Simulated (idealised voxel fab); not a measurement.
Name of the process module below: voxel transistor to metal
It is cross-section cut that appears here, measuring 150 nm in width, its square cells being 5 nm in size.
Heads up, the way a cross-section reads in here is a grid of square cells, handed over as bands from the top down, with every band being one or more rows of cells. Each band's line starts with the height of the band's top and of its bottom, in nm. Then come its materials from left to right, each with its width in nm. One material with "everywhere" fills the band from edge to edge. "empty" is empty space. Height 0 is the level under which the wafer as received is all one material. The lowest band goes on downwards, as in "0 -> down". A width such as "30->40" changes by the same amount from each row of cells to the next, from the band's top row to its bottom row. "remains unaltered" -> step changed no cross-section cell. "Voids, sealed" specifies each empty space that is not open to the top and that occupies no fewer than 8 cells, using the form width x height at distance, the distance measured from the left edge and all three quantities in nm. Note: text after step settings on the step line = simulator remark on that step. You can add "overlay nm" to a step's line. For a step with a mask, it describes how far the mask lay to the right of its planned position, and a negative number describes a lay to the left.

[Planned step list for the process]
1: RECEIVE,material Si
2: OXIDIZE,depth nm 5
3: CONFORMAL_DEP,material SiN,thk nm 10
4: MASKED_ETCH,tone cover,mask id ACTIVE,width nm 95,etch materials SiN,depth nm 10,overlay nm 0
5: MASKED_ETCH,tone cover,mask id ACTIVE,width nm 95,etch materials SiO2,depth nm 5,overlay nm 0
6: MASKED_ETCH,tone cover,mask id ACTIVE,width nm 95,etch materials Si,depth nm 25,overlay nm 0
7: FILL_DEP,material SiO2,thk nm 15
8: CMP,height nm 10
9: SELECTIVE_ETCH,etch materials SiO2,depth nm 10
10: STRIP,etch materials SiN
11: SELECTIVE_ETCH,etch materials SiO2,depth nm 5
12: OXIDIZE,depth nm 5
13: DIRECTIONAL_DEP,material polySi,thk nm 25
14: DIRECTIONAL_DEP,material SiCN,thk nm 15
15: PATTERN,tone cover,mask id GATE,material resist,width nm 25,thk nm 20,overlay nm 0
16: DIRECTIONAL_ETCH,etch materials SiCN,depth nm 25
17: DIRECTIONAL_ETCH,etch materials polySi,depth nm 35
18: STRIP,etch materials resist
19: CONFORMAL_DEP,material SiO2,thk nm 5
20: DIRECTIONAL_ETCH,etch materials SiO2,depth nm 5
21: CONFORMAL_DEP,material SiN,thk nm 5
22: DIRECTIONAL_ETCH,etch materials SiN,depth nm 5
23: DIRECTIONAL_ETCH,etch materials SiO2,depth nm 5
24: DIRECTIONAL_ETCH,etch materials Si,depth nm 10
25: EPI,material SiGe,thk nm 10
26: FILL_DEP,material SiO2,thk nm 10
27: CMP,height nm 35
28: DIRECTIONAL_DEP,material SiO2,thk nm 10
29: MASKED_ETCH,tone open,mask id CONTACT,width nm 25,pitch nm 60,etch materials SiO2,depth nm 55,overlay nm 0
30: CONFORMAL_DEP,material TiN,thk nm 5
31: FILL_DEP,material Ru,thk nm 5
32: CMP,height nm 45
33: DIRECTIONAL_DEP,material TiN,thk nm 5
34: DIRECTIONAL_DEP,material Ru,thk nm 20
35: PATTERN,tone cover,mask id METAL_1,material resist,width nm 15,pitch nm 70,thk nm 20,overlay nm 0
36: DIRECTIONAL_ETCH,etch materials Ru,depth nm 20
37: DIRECTIONAL_ETCH,etch materials TiN,depth nm 5
38: STRIP,etch materials resist
39: CONFORMAL_DEP,material SiN,thk nm 5
40: FILL_DEP,material SiO2,thk nm 5
41: CMP,height nm 70
42: CONFORMAL_DEP,material SiN,thk nm 5

[Of two wafers, the first: run according to plan]

[So this is the incoming wafer in cross-section - it's already been through step 1]
  0 -> down | Si everywhere
  Voids, sealed: none

[Cross-section of the wafer after step 2]
  0 -> -5 | SiO2 everywhere
  No changes below -5.

[Cross-section of the wafer after step 3]
  10 -> 0 | SiN everywhere
  No changes below 0.

[Cross-section of the wafer after step 4]
  10 -> 0 | empty (25), then SiN (95), then empty (30)
  No changes below 0.

[Cross-section of the wafer after step 5]
  10 -> 0 | empty (25), then SiN (95), then empty (30)
  0 -> -5 | empty (25), then SiO2 (95), then empty (30)
  No changes below -5.

[Cross-section of the wafer after step 6]
  10 -> 0 | empty (25), then SiN (95), then empty (30)
  0 -> -5 | empty (25), then SiO2 (95), then empty (30)
  -5 -> -30 | empty (25), then Si (95), then empty (30)
  No changes below -30.

[Cross-section of the wafer after step 7]
  25 -> 10 | SiO2 everywhere
  10 -> 0 | SiO2 (25), then SiN (95), then SiO2 (30)
  0 -> -5 | SiO2 everywhere
  -5 -> -30 | SiO2 (25), then Si (95), then SiO2 (30)
  No changes below -30.

[Cross-section of the wafer after step 8]
  10 -> 0 | SiO2 (25), then SiN (95), then SiO2 (30)
  No changes below 0.

[Cross-section of the wafer after step 9]
  10 -> 0 | empty (25), then SiN (95), then empty (30)
  No changes below 0.

[Cross-section of the wafer after step 10]
  0 -> -5 | SiO2 everywhere
  No changes below -5.

[Cross-section of the wafer after step 11]
  -5 -> -30 | SiO2 (25), then Si (95), then SiO2 (30)
  No changes below -30.

[Cross-section of the wafer after step 12]
  -5 -> -10 | SiO2 everywhere
  No changes below -10.

[Cross-section of the wafer after step 13]
  20 -> -5 | polySi everywhere
  No changes below -5.

[Cross-section of the wafer after step 14]
  35 -> 20 | SiCN everywhere
  No changes below 20.

[Cross-section of the wafer after step 15]
  55 -> 35 | empty (60), then resist (25), then empty (65)
  No changes below 35.

[Cross-section of the wafer after step 16]
  55 -> 35 | empty (60), then resist (25), then empty (65)
  35 -> 20 | empty (60), then SiCN (25), then empty (65)
  No changes below 20.

[Cross-section of the wafer after step 17]
  55 -> 35 | empty (60), then resist (25), then empty (65)
  35 -> 20 | empty (60), then SiCN (25), then empty (65)
  20 -> -5 | empty (60), then polySi (25), then empty (65)
  No changes below -5.

[Cross-section of the wafer after step 18]
  35 -> 20 | empty (60), then SiCN (25), then empty (65)
  No changes below 20.

[Cross-section of the wafer after step 19]
  40 -> 35 | empty (55), then SiO2 (35), then empty (60)
  35 -> 20 | empty (55), then SiO2 (5), then SiCN (25), then SiO2 (5), then empty (60)
  20 -> 0 | empty (55), then SiO2 (5), then polySi (25), then SiO2 (5), then empty (60)
  0 -> -5 | SiO2 (60), then polySi (25), then SiO2 (65)
  No changes below -5.

[Cross-section of the wafer after step 20]
  35 -> 20 | empty (55), then SiO2 (5), then SiCN (25), then SiO2 (5), then empty (60)
  20 -> -5 | empty (55), then SiO2 (5), then polySi (25), then SiO2 (5), then empty (60)
  No changes below -5.

[Cross-section of the wafer after step 21]
  40 -> 35 | empty (50), then SiN (45), then empty (55)
  35 -> 20 | empty (50), then SiN (5), then SiO2 (5), then SiCN (25), then SiO2 (5), then SiN (5), then empty (55)
  20 -> 0 | empty (50), then SiN (5), then SiO2 (5), then polySi (25), then SiO2 (5), then SiN (5), then empty (55)
  0 -> -5 | SiN (55), then SiO2 (5), then polySi (25), then SiO2 (5), then SiN (60)
  No changes below -5.

[Cross-section of the wafer after step 22]
  35 -> 20 | empty (50), then SiN (5), then SiO2 (5), then SiCN (25), then SiO2 (5), then SiN (5), then empty (55)
  20 -> -5 | empty (50), then SiN (5), then SiO2 (5), then polySi (25), then SiO2 (5), then SiN (5), then empty (55)
  No changes below -5.

[Cross-section of the wafer after step 23]
  35 -> 30 | empty (50), then SiN (5), then empty (5), then SiCN (25), then empty (5), then SiN (5), then empty (55)
  30 -> 20 | empty (50), then SiN (5), then SiO2 (5), then SiCN (25), then SiO2 (5), then SiN (5), then empty (55)
  20 -> -5 | empty (50), then SiN (5), then SiO2 (5), then polySi (25), then SiO2 (5), then SiN (5), then empty (55)
  -5 -> -10 | empty (50), then SiO2 (45), then empty (55)
  No changes below -10.

[Cross-section of the wafer after step 24]
  35 -> 30 | empty (50), then SiN (5), then empty (5), then SiCN (25), then empty (5), then SiN (5), then empty (55)
  30 -> 20 | empty (50), then SiN (5), then SiO2 (5), then SiCN (25), then SiO2 (5), then SiN (5), then empty (55)
  20 -> -5 | empty (50), then SiN (5), then SiO2 (5), then polySi (25), then SiO2 (5), then SiN (5), then empty (55)
  -5 -> -10 | empty (50), then SiO2 (45), then empty (55)
  -10 -> -20 | SiO2 (25), then empty (25), then Si (45), then empty (25), then SiO2 (30)
  No changes below -20.

[Cross-section of the wafer after step 25]
  35 -> 30 | empty (50), then SiN (5), then empty (5), then SiCN (25), then empty (5), then SiN (5), then empty (55)
  30 -> 20 | empty (50), then SiN (5), then SiO2 (5), then SiCN (25), then SiO2 (5), then SiN (5), then empty (55)
  20 -> 0 | empty (50), then SiN (5), then SiO2 (5), then polySi (25), then SiO2 (5), then SiN (5), then empty (55)
  0 -> -5 | empty (40), then SiGe (10), then SiN (5), then SiO2 (5), then polySi (25), then SiO2 (5), then SiN (5), then SiGe (10), then empty (45)
  -5 -> -10 | empty (40), then SiGe (10), then SiO2 (45), then SiGe (10), then empty (45)
  -10 -> -20 | SiO2 (25), then SiGe (25), then Si (45), then SiGe (25), then SiO2 (30)
  No changes below -20.

[Cross-section of the wafer after step 26]
  45 -> 35 | SiO2 everywhere
  35 -> 20 | SiO2 (50), then SiN (5), then SiO2 (5), then SiCN (25), then SiO2 (5), then SiN (5), then SiO2 (55)
  20 -> 0 | SiO2 (50), then SiN (5), then SiO2 (5), then polySi (25), then SiO2 (5), then SiN (5), then SiO2 (55)
  0 -> -5 | SiO2 (40), then SiGe (10), then SiN (5), then SiO2 (5), then polySi (25), then SiO2 (5), then SiN (5), then SiGe (10), then SiO2 (45)
  -5 -> -10 | SiO2 (40), then SiGe (10), then SiO2 (45), then SiGe (10), then SiO2 (45)
  No changes below -10.

[Cross-section of the wafer after step 27]
  35 -> 20 | SiO2 (50), then SiN (5), then SiO2 (5), then SiCN (25), then SiO2 (5), then SiN (5), then SiO2 (55)
  No changes below 20.

[Cross-section of the wafer after step 28]
  45 -> 35 | SiO2 everywhere
  No changes below 35.

[Cross-section of the wafer after step 29]
  45 -> 35 | SiO2 (30), then empty (25), then SiO2 (35), then empty (25), then SiO2 (35)
  35 -> 20 | SiO2 (30), then empty (20), then SiN (5), then SiO2 (5), then SiCN (25), then SiO2 (5), then SiN (5), then empty (20), then SiO2 (35)
  20 -> 0 | SiO2 (30), then empty (20), then SiN (5), then SiO2 (5), then polySi (25), then SiO2 (5), then SiN (5), then empty (20), then SiO2 (35)
  0 -> -5 | SiO2 (30), then empty (10), then SiGe (10), then SiN (5), then SiO2 (5), then polySi (25), then SiO2 (5), then SiN (5), then SiGe (10), then empty (10), then SiO2 (35)
  -5 -> -10 | SiO2 (30), then empty (10), then SiGe (10), then SiO2 (45), then SiGe (10), then empty (10), then SiO2 (35)
  No changes below -10.

[Cross-section of the wafer after step 30]
  50 -> 45 | TiN (35), then empty (15), then TiN (45), then empty (15), then TiN (40)
  45 -> 35 | SiO2 (30), then TiN (5), then empty (15->10), then TiN (5->10), then SiO2 (35), then TiN (5->10), then empty (15->10), then TiN (5), then SiO2 (35)
  35 -> 20 | SiO2 (30), then TiN (5), then empty (10), then TiN (5), then SiN (5), then SiO2 (5), then SiCN (25), then SiO2 (5), then SiN (5), then TiN (5), then empty (10), then TiN (5), then SiO2 (35)
  20 -> 5 | SiO2 (30), then TiN (5), then empty (10), then TiN (5), then SiN (5), then SiO2 (5), then polySi (25), then SiO2 (5), then SiN (5), then TiN (5), then empty (10), then TiN (5), then SiO2 (35)
  5 -> 0 | SiO2 (30), then TiN (20), then SiN (5), then SiO2 (5), then polySi (25), then SiO2 (5), then SiN (5), then TiN (20), then SiO2 (35)
  0 -> -5 | SiO2 (30), then TiN (10), then SiGe (10), then SiN (5), then SiO2 (5), then polySi (25), then SiO2 (5), then SiN (5), then SiGe (10), then TiN (10), then SiO2 (35)
  -5 -> -10 | SiO2 (30), then TiN (10), then SiGe (10), then SiO2 (45), then SiGe (10), then TiN (10), then SiO2 (35)
  No changes below -10.

[Cross-section of the wafer after step 31]
  55 -> 50 | Ru everywhere
  50 -> 45 | TiN (35), then Ru (15), then TiN (45), then Ru (15), then TiN (40)
  45 -> 35 | SiO2 (30), then TiN (5), then Ru (15->10), then TiN (5->10), then SiO2 (35), then TiN (5->10), then Ru (15->10), then TiN (5), then SiO2 (35)
  35 -> 20 | SiO2 (30), then TiN (5), then Ru (10), then TiN (5), then SiN (5), then SiO2 (5), then SiCN (25), then SiO2 (5), then SiN (5), then TiN (5), then Ru (10), then TiN (5), then SiO2 (35)
  20 -> 5 | SiO2 (30), then TiN (5), then Ru (10), then TiN (5), then SiN (5), then SiO2 (5), then polySi (25), then SiO2 (5), then SiN (5), then TiN (5), then Ru (10), then TiN (5), then SiO2 (35)
  No changes below 5.

[Cross-section of the wafer after step 32]
  45 -> 35 | SiO2 (30), then TiN (5), then Ru (15->10), then TiN (5->10), then SiO2 (35), then TiN (5->10), then Ru (15->10), then TiN (5), then SiO2 (35)
  No changes below 35.

[Cross-section of the wafer after step 33]
  50 -> 45 | TiN everywhere
  No changes below 45.

[Cross-section of the wafer after step 34]
  70 -> 50 | Ru everywhere
  No changes below 50.

[Cross-section of the wafer after step 35]
  90 -> 70 | empty (30), then resist (15), then empty (55), then resist (15), then empty (35)
  No changes below 70.

[Cross-section of the wafer after step 36]
  90 -> 70 | empty (30), then resist (15), then empty (55), then resist (15), then empty (35)
  70 -> 50 | empty (30), then Ru (15), then empty (55), then Ru (15), then empty (35)
  No changes below 50.

[Cross-section of the wafer after step 37]
  90 -> 70 | empty (30), then resist (15), then empty (55), then resist (15), then empty (35)
  70 -> 50 | empty (30), then Ru (15), then empty (55), then Ru (15), then empty (35)
  50 -> 45 | empty (30), then TiN (15), then empty (55), then TiN (15), then empty (35)
  No changes below 45.

[Cross-section of the wafer after step 38]
  70 -> 50 | empty (30), then Ru (15), then empty (55), then Ru (15), then empty (35)
  No changes below 50.

[Cross-section of the wafer after step 39]
  75 -> 70 | empty (25), then SiN (25), then empty (45), then SiN (25), then empty (30)
  70 -> 50 | empty (25), then SiN (5), then Ru (15), then SiN (5), then empty (45), then SiN (5), then Ru (15), then SiN (5), then empty (30)
  50 -> 45 | SiN (30), then TiN (15), then SiN (55), then TiN (15), then SiN (35)
  No changes below 45.

[Cross-section of the wafer after step 40]
  80 -> 75 | SiO2 everywhere
  75 -> 70 | SiO2 (25), then SiN (25), then SiO2 (45), then SiN (25), then SiO2 (30)
  70 -> 50 | SiO2 (25), then SiN (5), then Ru (15), then SiN (5), then SiO2 (45), then SiN (5), then Ru (15), then SiN (5), then SiO2 (30)
  No changes below 50.

[Cross-section of the wafer after step 41]
  70 -> 50 | SiO2 (25), then SiN (5), then Ru (15), then SiN (5), then SiO2 (45), then SiN (5), then Ru (15), then SiN (5), then SiO2 (30)
  No changes below 50.

[Cross-section of the wafer after step 42]
  75 -> 70 | SiN everywhere
  No changes below 70.

[Now the other wafer: same start, same recipe, but we messed up one thing when running it. Up to and including step 2 it's the same as the first one]

[Second wafer shown in cross-section at the time step 3 was slated to end]
  10 -> 0 | SiCN everywhere
  No changes below 0.

Second wafer shown in cross-section at the time step 4 was slated to end: remains unaltered

Second wafer shown in cross-section at the time step 5 was slated to end: remains unaltered

Second wafer shown in cross-section at the time step 6 was slated to end: remains unaltered

[Second wafer shown in cross-section at the time step 7 was slated to end]
  25 -> 10 | SiO2 everywhere
  No changes below 10.

[Second wafer shown in cross-section at the time step 8 was slated to end]
  10 -> 0 | SiCN everywhere
  No changes below 0.

Second wafer shown in cross-section at the time step 9 was slated to end: remains unaltered

Second wafer shown in cross-section at the time step 10 was slated to end: remains unaltered

Second wafer shown in cross-section at the time step 11 was slated to end: remains unaltered

Second wafer shown in cross-section at the time step 12 was slated to end: remains unaltered

[Second wafer shown in cross-section at the time step 13 was slated to end]
  35 -> 10 | polySi everywhere
  No changes below 10.

[Second wafer shown in cross-section at the time step 14 was slated to end]
  50 -> 35 | SiCN everywhere
  No changes below 35.

[Second wafer shown in cross-section at the time step 15 was slated to end]
  70 -> 50 | empty (60), then resist (25), then empty (65)
  No changes below 50.

[Second wafer shown in cross-section at the time step 16 was slated to end]
  70 -> 50 | empty (60), then resist (25), then empty (65)
  50 -> 35 | empty (60), then SiCN (25), then empty (65)
  No changes below 35.

[Second wafer shown in cross-section at the time step 17 was slated to end]
  70 -> 50 | empty (60), then resist (25), then empty (65)
  50 -> 35 | empty (60), then SiCN (25), then empty (65)
  35 -> 10 | empty (60), then polySi (25), then empty (65)
  No changes below 10.

[Second wafer shown in cross-section at the time step 18 was slated to end]
  50 -> 35 | empty (60), then SiCN (25), then empty (65)
  No changes below 35.

[Second wafer shown in cross-section at the time step 19 was slated to end]
  55 -> 50 | empty (55), then SiO2 (35), then empty (60)
  50 -> 35 | empty (55), then SiO2 (5), then SiCN (25), then SiO2 (5), then empty (60)
  35 -> 15 | empty (55), then SiO2 (5), then polySi (25), then SiO2 (5), then empty (60)
  15 -> 10 | SiO2 (60), then polySi (25), then SiO2 (65)
  No changes below 10.

[Second wafer shown in cross-section at the time step 20 was slated to end]
  50 -> 35 | empty (55), then SiO2 (5), then SiCN (25), then SiO2 (5), then empty (60)
  35 -> 10 | empty (55), then SiO2 (5), then polySi (25), then SiO2 (5), then empty (60)
  No changes below 10.

[Second wafer shown in cross-section at the time step 21 was slated to end]
  55 -> 50 | empty (50), then SiN (45), then empty (55)
  50 -> 35 | empty (50), then SiN (5), then SiO2 (5), then SiCN (25), then SiO2 (5), then SiN (5), then empty (55)
  35 -> 15 | empty (50), then SiN (5), then SiO2 (5), then polySi (25), then SiO2 (5), then SiN (5), then empty (55)
  15 -> 10 | SiN (55), then SiO2 (5), then polySi (25), then SiO2 (5), then SiN (60)
  No changes below 10.

[Second wafer shown in cross-section at the time step 22 was slated to end]
  50 -> 35 | empty (50), then SiN (5), then SiO2 (5), then SiCN (25), then SiO2 (5), then SiN (5), then empty (55)
  35 -> 10 | empty (50), then SiN (5), then SiO2 (5), then polySi (25), then SiO2 (5), then SiN (5), then empty (55)
  No changes below 10.

[Second wafer shown in cross-section at the time step 23 was slated to end]
  50 -> 45 | empty (50), then SiN (5), then empty (5), then SiCN (25), then empty (5), then SiN (5), then empty (55)
  No changes below 45.

Second wafer shown in cross-section at the time step 24 was slated to end: remains unaltered

Second wafer shown in cross-section at the time step 25 was slated to end: remains unaltered

[Second wafer shown in cross-section at the time step 26 was slated to end]
  60 -> 50 | SiO2 everywhere
  50 -> 35 | SiO2 (50), then SiN (5), then SiO2 (5), then SiCN (25), then SiO2 (5), then SiN (5), then SiO2 (55)
  35 -> 10 | SiO2 (50), then SiN (5), then SiO2 (5), then polySi (25), then SiO2 (5), then SiN (5), then SiO2 (55)
  No changes below 10.

[Second wafer shown in cross-section at the time step 27 was slated to end]
  35 -> 10 | SiO2 (50), then SiN (5), then SiO2 (5), then polySi (25), then SiO2 (5), then SiN (5), then SiO2 (55)
  No changes below 10.

[Second wafer shown in cross-section at the time step 28 was slated to end]
  45 -> 35 | SiO2 everywhere
  No changes below 35.

[Second wafer shown in cross-section at the time step 29 was slated to end]
  45 -> 35 | SiO2 (30), then empty (25), then SiO2 (35), then empty (25), then SiO2 (35)
  35 -> 10 | SiO2 (30), then empty (20), then SiN (5), then SiO2 (5), then polySi (25), then SiO2 (5), then SiN (5), then empty (20), then SiO2 (35)
  No changes below 10.

[Second wafer shown in cross-section at the time step 30 was slated to end]
  50 -> 45 | TiN (35), then empty (15), then TiN (45), then empty (15), then TiN (40)
  45 -> 35 | SiO2 (30), then TiN (5), then empty (15->10), then TiN (5->10), then SiO2 (35), then TiN (5->10), then empty (15->10), then TiN (5), then SiO2 (35)
  35 -> 15 | SiO2 (30), then TiN (5), then empty (10), then TiN (5), then SiN (5), then SiO2 (5), then polySi (25), then SiO2 (5), then SiN (5), then TiN (5), then empty (10), then TiN (5), then SiO2 (35)
  15 -> 10 | SiO2 (30), then TiN (20), then SiN (5), then SiO2 (5), then polySi (25), then SiO2 (5), then SiN (5), then TiN (20), then SiO2 (35)
  No changes below 10.

[Second wafer shown in cross-section at the time step 31 was slated to end]
  55 -> 50 | Ru everywhere
  50 -> 45 | TiN (35), then Ru (15), then TiN (45), then Ru (15), then TiN (40)
  45 -> 35 | SiO2 (30), then TiN (5), then Ru (15->10), then TiN (5->10), then SiO2 (35), then TiN (5->10), then Ru (15->10), then TiN (5), then SiO2 (35)
  35 -> 15 | SiO2 (30), then TiN (5), then Ru (10), then TiN (5), then SiN (5), then SiO2 (5), then polySi (25), then SiO2 (5), then SiN (5), then TiN (5), then Ru (10), then TiN (5), then SiO2 (35)
  No changes below 15.

[Second wafer shown in cross-section at the time step 32 was slated to end]
  45 -> 35 | SiO2 (30), then TiN (5), then Ru (15->10), then TiN (5->10), then SiO2 (35), then TiN (5->10), then Ru (15->10), then TiN (5), then SiO2 (35)
  No changes below 35.

[Second wafer shown in cross-section at the time step 33 was slated to end]
  50 -> 45 | TiN everywhere
  No changes below 45.

[Second wafer shown in cross-section at the time step 34 was slated to end]
  70 -> 50 | Ru everywhere
  No changes below 50.

[Second wafer shown in cross-section at the time step 35 was slated to end]
  90 -> 70 | empty (30), then resist (15), then empty (55), then resist (15), then empty (35)
  No changes below 70.

[Second wafer shown in cross-section at the time step 36 was slated to end]
  90 -> 70 | empty (30), then resist (15), then empty (55), then resist (15), then empty (35)
  70 -> 50 | empty (30), then Ru (15), then empty (55), then Ru (15), then empty (35)
  No changes below 50.

[Second wafer shown in cross-section at the time step 37 was slated to end]
  90 -> 70 | empty (30), then resist (15), then empty (55), then resist (15), then empty (35)
  70 -> 50 | empty (30), then Ru (15), then empty (55), then Ru (15), then empty (35)
  50 -> 45 | empty (30), then TiN (15), then empty (55), then TiN (15), then empty (35)
  No changes below 45.

[Second wafer shown in cross-section at the time step 38 was slated to end]
  70 -> 50 | empty (30), then Ru (15), then empty (55), then Ru (15), then empty (35)
  No changes below 50.

[Second wafer shown in cross-section at the time step 39 was slated to end]
  75 -> 70 | empty (25), then SiN (25), then empty (45), then SiN (25), then empty (30)
  70 -> 50 | empty (25), then SiN (5), then Ru (15), then SiN (5), then empty (45), then SiN (5), then Ru (15), then SiN (5), then empty (30)
  50 -> 45 | SiN (30), then TiN (15), then SiN (55), then TiN (15), then SiN (35)
  No changes below 45.

[Second wafer shown in cross-section at the time step 40 was slated to end]
  80 -> 75 | SiO2 everywhere
  75 -> 70 | SiO2 (25), then SiN (25), then SiO2 (45), then SiN (25), then SiO2 (30)
  70 -> 50 | SiO2 (25), then SiN (5), then Ru (15), then SiN (5), then SiO2 (45), then SiN (5), then Ru (15), then SiN (5), then SiO2 (30)
  No changes below 50.

[Second wafer shown in cross-section at the time step 41 was slated to end]
  70 -> 50 | SiO2 (25), then SiN (5), then Ru (15), then SiN (5), then SiO2 (45), then SiN (5), then Ru (15), then SiN (5), then SiO2 (30)
  No changes below 50.

[Second wafer shown in cross-section at the time step 42 was slated to end]
  75 -> 70 | SiN everywhere
  No changes below 70.
Deviation noted in wafer processing: the process deviated at step 3: the operation and settings actually run there were CONFORMAL_DEP,material SiCN,thk nm 10
It is noted that, at the conclusion of processing, the second wafer exhibits a higher or lower cell count for certain materials relative to the first: -8 Ru | +94 Si | +45 SiCN | -28 SiGe | -6 SiN | -81 SiO2 | -16 TiN
